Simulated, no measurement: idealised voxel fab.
Module name: voxel gate over fins (process module)
Each square cell in cross-section cut measures 5 nm, and the section as a whole is 240 nm wide.
Heads up, the way a cross-section reads in here is a grid of square cells, handed over as bands from the top down, with every band being one or more rows of cells.
What a band's entry tells you: where the top is and where the bottom is, as heights in nm, and after that what lies inside, material by material from left to right, each with its width in nm. Empty space is written as the word "air", and a single material marked with the word "all across" occupies the band from edge to edge.
Height datum 0, below which the as-received substrate wafer is one material. Lowest band open at the bottom, running downward: "0 down".
Top row gets the first number, bottom row gets the second, and each row in between changes by the same step: that is how a band width like "30->40" works.
No cell of the cross-section changed in a step that is given as "identical to before".
"Closed cavities" - sealed voids, min. 8 cells, no opening to top; format: width x height at distance (distance from left edge; nm throughout).
It should be noted that, on the line of a given step, the content following the step's settings is a remark produced by the simulator itself with respect to that step.
overlay nm: mask right of planned place by this much (step with mask). Neg. = left.
Read each pair as before and after one process step. The after cross-section shows only down to the lowest band that changed. The step between them and its settings are given below the pair. Pairs can come from different runs of this module on the same starting wafer. A pair continues from the pair above only where its "Pre-process cross-section" entry says so.
-- Pre-process cross-section
10 to 5 = 105 of air / 25 of HfO2 / 110 of air
5 to 0 = 80 of air / 15 of HfO2 / 10 of air / 5 of HfO2 / 15 of Ru / 5 of HfO2 / 10 of air / 15 of HfO2 / 85 of air
0 to -10 = 80 of air / 5 of HfO2 / 5 of Si / 5 of HfO2 / 10 of air / 5 of HfO2 / 15 of Ru / 5 of HfO2 / 10 of air / 5 of HfO2 / 5 of Si / 5 of HfO2 / 85 of air
-10 to -15 = 85 of HfO2 / 5 of Si / 20 of HfO2 / 15 of Ru / 20 of HfO2 / 5 of Si / 90 of HfO2
-15 to -25 = 85 of SiO2 / 5 of Si / 20 of SiO2 / 15 of Ru / 20 of SiO2 / 5 of Si / 90 of SiO2
-25 to -30 = 85 of SiO2 / 5 of Si / 20 of SiO2 / 15 of TiN / 20 of SiO2 / 5 of Si / 90 of SiO2
-30 to -40 = 85 of SiO2 / 5 of Si / 55 of SiO2 / 5 of Si / 90 of SiO2
-40 down = Si all across
Closed cavities: none
-- Resulting Structure
15 to 10 = 100 of air / 35 of TiN / 105 of air
10 to 5 = 75 of air / 30 of TiN / 25 of HfO2 / 30 of TiN / 80 of air
5 to 0 = 75 of air / 5 of TiN / 15 of HfO2 / 10 of TiN / 5 of HfO2 / 15 of Ru / 5 of HfO2 / 10 of TiN / 15 of HfO2 / 5 of TiN / 80 of air
0 to -5 = 75 of air / 5 of TiN / 5 of HfO2 / 5 of Si / 5 of HfO2 / 10 of TiN / 5 of HfO2 / 15 of Ru / 5 of HfO2 / 10 of TiN / 5 of HfO2 / 5 of Si / 5 of HfO2 / 5 of TiN / 80 of air
-5 to -10 = 80 of TiN / 5 of HfO2 / 5 of Si / 5 of HfO2 / 10 of TiN / 5 of HfO2 / 15 of Ru / 5 of HfO2 / 10 of TiN / 5 of HfO2 / 5 of Si / 5 of HfO2 / 85 of TiN
Anything lower than -10 is untouched.
Closed cavities: none
Step taken after the before cross-section and before the after cross-section above: op CONFORMAL_DEP | material TiN | thk nm 5
Pre-process cross-section: see the after view in the pair directly above.
-- Resulting Structure
20 to 15 = 95 of air / 45 of TiAl / 100 of air
15 to 10 = 70 of air / 30 of TiAl / 35 of TiN / 30 of TiAl / 75 of air
10 to 5 = 70 of air / 5 of TiAl / 30 of TiN / 25 of HfO2 / 30 of TiN / 5 of TiAl / 75 of air
5 to 0 = 70 of air / 5 of TiAl / 5 of TiN / 15 of HfO2 / 10 of TiN / 5 of HfO2 / 15 of Ru / 5 of HfO2 / 10 of TiN / 15 of HfO2 / 5 of TiN / 5 of TiAl / 75 of air
0 to -5 = 75 of TiAl / 5 of TiN / 5 of HfO2 / 5 of Si / 5 of HfO2 / 10 of TiN / 5 of HfO2 / 15 of Ru / 5 of HfO2 / 10 of TiN / 5 of HfO2 / 5 of Si / 5 of HfO2 / 5 of TiN / 80 of TiAl
Anything lower than -5 is untouched.
Closed cavities: none
Step taken after the before cross-section and before the after cross-section above: op CONFORMAL_DEP | material TiAl | thk nm 5
Pre-process cross-section: see the after view in the pair directly above.
-- Resulting Structure
25 to 20 = 90 of air / 55 of TiN / 95 of air
20 to 15 = 65 of air / 30 of TiN / 45 of TiAl / 30 of TiN / 70 of air
15 to 10 = 65 of air / 5 of TiN / 30 of TiAl / 35 of TiN / 30 of TiAl / 5 of TiN / 70 of air
10 to 5 = 65 of air / 5 of TiN / 5 of TiAl / 30 of TiN / 25 of HfO2 / 30 of TiN / 5 of TiAl / 5 of TiN / 70 of air
5 to 0 = 70 of TiN / 5 of TiAl / 5 of TiN / 15 of HfO2 / 10 of TiN / 5 of HfO2 / 15 of Ru / 5 of HfO2 / 10 of TiN / 15 of HfO2 / 5 of TiN / 5 of TiAl / 75 of TiN
Anything lower than 0 is untouched.
Closed cavities: none
Step taken after the before cross-section and before the after cross-section above: op CONFORMAL_DEP | material TiN | thk nm 5
Pre-process cross-section: see the after view in the pair directly above.
-- Resulting Structure
40 to 25 = W all across
25 to 20 = 90 of W / 55 of TiN / 95 of W
20 to 15 = 65 of W / 30 of TiN / 45 of TiAl / 30 of TiN / 70 of W
15 to 10 = 65 of W / 5 of TiN / 30 of TiAl / 35 of TiN / 30 of TiAl / 5 of TiN / 70 of W
10 to 5 = 65 of W / 5 of TiN / 5 of TiAl / 30 of TiN / 25 of HfO2 / 30 of TiN / 5 of TiAl / 5 of TiN / 70 of W
Anything lower than 5 is untouched.
Closed cavities: none
Step taken after the before cross-section and before the after cross-section above: op FILL_DEP | material W | thk nm 15
Pre-process cross-section: see the after view in the pair directly above.
-- Resulting Structure
30 to 25 = W all across
Anything lower than 25 is untouched.
Closed cavities: none
Step taken after the before cross-section and before the after cross-section above: op CMP | height nm 30
Pre-process cross-section: see the after view in the pair directly above.
-- Resulting Structure
35 to 30 = SiCN all across
Anything lower than 30 is untouched.
Closed cavities: none
Step taken after the before cross-section and before the after cross-section above: op CONFORMAL_DEP | material SiCN | thk nm 5
-- Pre-process cross-section
5 to 0 = 80 of SiO2 / 15 of SiN / 45 of SiO2 / 15 of SiN / 85 of SiO2
0 to -40 = 85 of SiO2 / 5 of Si / 55 of SiO2 / 5 of Si / 90 of SiO2
-40 down = Si all across
Closed cavities: none
-- Resulting Structure
5 to 0 = 80 of air / 15 of SiN / 15 of air / 15 of SiO2 / 15 of air / 15 of SiN / 85 of air
0 to -30 = 80 of air / 5 of SiO2 / 5 of Si / 5 of SiO2 / 15 of air / 15 of SiO2 / 15 of air / 5 of SiO2 / 5 of Si / 5 of SiO2 / 85 of air
Anything lower than -30 is untouched.
Closed cavities: none
Step taken after the before cross-section and before the after cross-section above: op MASKED_ETCH | tone cover | mask id RAIL | width nm 15 | etch materials SiO2 | depth nm 35 | overlay nm 0
Pre-process cross-section: see the after view in the pair directly above.
-- Resulting Structure
10 to 5 = 75 of air / 25 of TiN / 5 of air / 25 of TiN / 5 of air / 25 of TiN / 80 of air
5 to 0 = 75 of air / 5 of TiN / 15 of SiN / 5 of TiN / 5 of air / 5 of TiN / 15 of SiO2 / 5 of TiN / 5 of air / 5 of TiN / 15 of SiN / 5 of TiN / 80 of air
0 to -25 = 75 of air / 5 of TiN / 5 of SiO2 / 5 of Si / 5 of SiO2 / 5 of TiN / 5 of air / 5 of TiN / 15 of SiO2 / 5 of TiN / 5 of air / 5 of TiN / 5 of SiO2 / 5 of Si / 5 of SiO2 / 5 of TiN / 80 of air
-25 to -30 = 80 of TiN / 5 of SiO2 / 5 of Si / 5 of SiO2 / 15 of TiN / 15 of SiO2 / 15 of TiN / 5 of SiO2 / 5 of Si / 5 of SiO2 / 85 of TiN
Anything lower than -30 is untouched.
Closed cavities: none
Step taken after the before cross-section and before the after cross-section above: op CONFORMAL_DEP | material TiN | thk nm 5
Pre-process cross-section: see the after view in the pair directly above.
-- Resulting Structure
15 to 10 = W all across
10 to 5 = 75 of W / 25 of TiN / 5 of W / 25 of TiN / 5 of W / 25 of TiN / 80 of W
5 to 0 = 75 of W / 5 of TiN / 15 of SiN / 5 of TiN / 5 of W / 5 of TiN / 15 of SiO2 / 5 of TiN / 5 of W / 5 of TiN / 15 of SiN / 5 of TiN / 80 of W
0 to -25 = 75 of W / 5 of TiN / 5 of SiO2 / 5 of Si / 5 of SiO2 / 5 of TiN / 5 of W / 5 of TiN / 15 of SiO2 / 5 of TiN / 5 of W / 5 of TiN / 5 of SiO2 / 5 of Si / 5 of SiO2 / 5 of TiN / 80 of W
Anything lower than -25 is untouched.
Closed cavities: none
Step taken after the before cross-section and before the after cross-section above: op FILL_DEP | material W | thk nm 5
Pre-process cross-section: see the after view in the pair directly above.
-- Resulting Structure
5 to 0 = 75 of W / 5 of TiN / 15 of SiN / 5 of TiN / 5 of W / 5 of TiN / 15 of SiO2 / 5 of TiN / 5 of W / 5 of TiN / 15 of SiN / 5 of TiN / 80 of W
Anything lower than 0 is untouched.
Closed cavities: none
Step taken after the before cross-section and before the after cross-section above: op CMP | height nm 5
Pre-process cross-section: see the after view in the pair directly above.
-- Resulting Structure
5 to 0 = 80 of air / 15 of SiN / 15 of air / 15 of SiO2 / 15 of air / 15 of SiN / 85 of air
0 to -25 = 80 of air / 5 of SiO2 / 5 of Si / 5 of SiO2 / 15 of air / 15 of SiO2 / 15 of air / 5 of SiO2 / 5 of Si / 5 of SiO2 / 85 of air
Anything lower than -25 is untouched.
Closed cavities: none
Step taken after the before cross-section and before the after cross-section above: op SELECTIVE_ETCH | etch materials W Ru TiN | depth nm 30
Pre-process cross-section: see the after view in the pair directly above.
-- Resulting Structure
10 to 5 = SiO2 all across
5 to 0 = 80 of SiO2 / 15 of SiN / 45 of SiO2 / 15 of SiN / 85 of SiO2
0 to -25 = 85 of SiO2 / 5 of Si / 55 of SiO2 / 5 of Si / 90 of SiO2
Anything lower than -25 is untouched.
Closed cavities: none
Step taken after the before cross-section and before the after cross-section above: op FILL_DEP | material SiO2 | thk nm 5
Pre-process cross-section: see the after view in the pair directly above.
-- Resulting Structure
5 to 0 = 80 of SiO2 / 15 of SiN / 45 of SiO2 / 15 of SiN / 85 of SiO2
Anything lower than 0 is untouched.
Closed cavities: none
Step taken after the before cross-section and before the after cross-section above: op CMP | height nm 5
Pre-process cross-section: see the after view in the pair directly above.
-- Resulting Structure
5 to 0 = 80 of air / 15 of SiN / 45 of air / 15 of SiN / 85 of air
0 to -15 = 85 of air / 5 of Si / 55 of air / 5 of Si / 90 of air
Anything lower than -15 is untouched.
Closed cavities: none
Step taken after the before cross-section and before the after cross-section above: op SELECTIVE_ETCH | etch materials SiO2 | depth nm 20
Pre-process cross-section: see the after view in the pair directly above.
-- Resulting Structure
0 to -15 = 85 of air / 5 of Si / 55 of air / 5 of Si / 90 of air
Anything lower than -15 is untouched.
Closed cavities: none
Step taken after the before cross-section and before the after cross-section above: op STRIP | etch materials SiN
Pre-process cross-section: see the after view in the pair directly above.
-- Resulting Structure
5 to 0 = 80 of air / 15 of HfO2 / 45 of air / 15 of HfO2 / 85 of air
0 to -10 = 80 of air / 5 of HfO2 / 5 of Si / 5 of HfO2 / 45 of air / 5 of HfO2 / 5 of Si / 5 of HfO2 / 85 of air
-10 to -15 = 85 of HfO2 / 5 of Si / 55 of HfO2 / 5 of Si / 90 of HfO2
Anything lower than -15 is untouched.
Closed cavities: none
Step taken after the before cross-section and before the after cross-section above: op CONFORMAL_DEP | material HfO2 | thk nm 5
Pre-process cross-section: see the after view in the pair directly above.
-- Resulting Structure
10 to 5 = 75 of air / 25 of TiN / 35 of air / 25 of TiN / 80 of air
5 to 0 = 75 of air / 5 of TiN / 15 of HfO2 / 5 of TiN / 35 of air / 5 of TiN / 15 of HfO2 / 5 of TiN / 80 of air
0 to -5 = 75 of air / 5 of TiN / 5 of HfO2 / 5 of Si / 5 of HfO2 / 5 of TiN / 35 of air / 5 of TiN / 5 of HfO2 / 5 of Si / 5 of HfO2 / 5 of TiN / 80 of air
-5 to -10 = 80 of TiN / 5 of HfO2 / 5 of Si / 5 of HfO2 / 45 of TiN / 5 of HfO2 / 5 of Si / 5 of HfO2 / 85 of TiN
Anything lower than -10 is untouched.
Closed cavities: none
Step taken after the before cross-section and before the after cross-section above: op CONFORMAL_DEP | material TiN | thk nm 5
Pre-process cross-section: see the after view in the pair directly above.
-- Resulting Structure
15 to 10 = 70 of air / 35 of TiAl / 25 of air / 35 of TiAl / 75 of air
10 to 5 = 70 of air / 5 of TiAl / 25 of TiN / 5 of TiAl / 25 of air / 5 of TiAl / 25 of TiN / 5 of TiAl / 75 of air
5 to 0 = 70 of air / 5 of TiAl / 5 of TiN / 15 of HfO2 / 5 of TiN / 5 of TiAl / 25 of air / 5 of TiAl / 5 of TiN / 15 of HfO2 / 5 of TiN / 5 of TiAl / 75 of air
0 to -5 = 75 of TiAl / 5 of TiN / 5 of HfO2 / 5 of Si / 5 of HfO2 / 5 of TiN / 35 of TiAl / 5 of TiN / 5 of HfO2 / 5 of Si / 5 of HfO2 / 5 of TiN / 80 of TiAl
Anything lower than -5 is untouched.
Closed cavities: none
Step taken after the before cross-section and before the after cross-section above: op CONFORMAL_DEP | material TiAl | thk nm 5
Pre-process cross-section: see the after view in the pair directly above.
-- Resulting Structure
20 to 15 = 65 of air / 45 of TiN / 15 of air / 45 of TiN / 70 of air
15 to 10 = 65 of air / 5 of TiN / 35 of TiAl / 5 of TiN / 15 of air / 5 of TiN / 35 of TiAl / 5 of TiN / 70 of air
10 to 5 = 65 of air / 5 of TiN / 5 of TiAl / 25 of TiN / 5 of TiAl / 5 of TiN / 15 of air / 5 of TiN / 5 of TiAl / 25 of TiN / 5 of TiAl / 5 of TiN / 70 of air
5 to 0 = 70 of TiN / 5 of TiAl / 5 of TiN / 15 of HfO2 / 5 of TiN / 5 of TiAl / 25 of TiN / 5 of TiAl / 5 of TiN / 15 of HfO2 / 5 of TiN / 5 of TiAl / 75 of TiN
Anything lower than 0 is untouched.
Closed cavities: none
Step taken after the before cross-section and before the after cross-section above: op CONFORMAL_DEP | material TiN | thk nm 5
Pre-process cross-section: see the after view in the pair directly above.
-- Resulting Structure
35 to 20 = W all across
20 to 15 = 65 of W / 45 of TiN / 15 of W / 45 of TiN / 70 of W
15 to 10 = 65 of W / 5 of TiN / 35 of TiAl / 5 of TiN / 15 of W / 5 of TiN / 35 of TiAl / 5 of TiN / 70 of W
10 to 5 = 65 of W / 5 of TiN / 5 of TiAl / 25 of TiN / 5 of TiAl / 5 of TiN / 15 of W / 5 of TiN / 5 of TiAl / 25 of TiN / 5 of TiAl / 5 of TiN / 70 of W
Anything lower than 5 is untouched.
Closed cavities: none
Step taken after the before cross-section and before the after cross-section above: op FILL_DEP | material W | thk nm 15
Pre-process cross-section: see the after view in the pair directly above.
-- Resulting Structure
30 to 20 = W all across
Anything lower than 20 is untouched.
Closed cavities: none
Step taken after the before cross-section and before the after cross-section above: op CMP | height nm 30
Pre-process cross-section: see the after view in the pair directly above.
-- Resulting Structure
35 to 30 = SiCN all across
Anything lower than 30 is untouched.
Closed cavities: none
Step taken after the before cross-section and before the after cross-section above: op CONFORMAL_DEP | material SiCN | thk nm 5
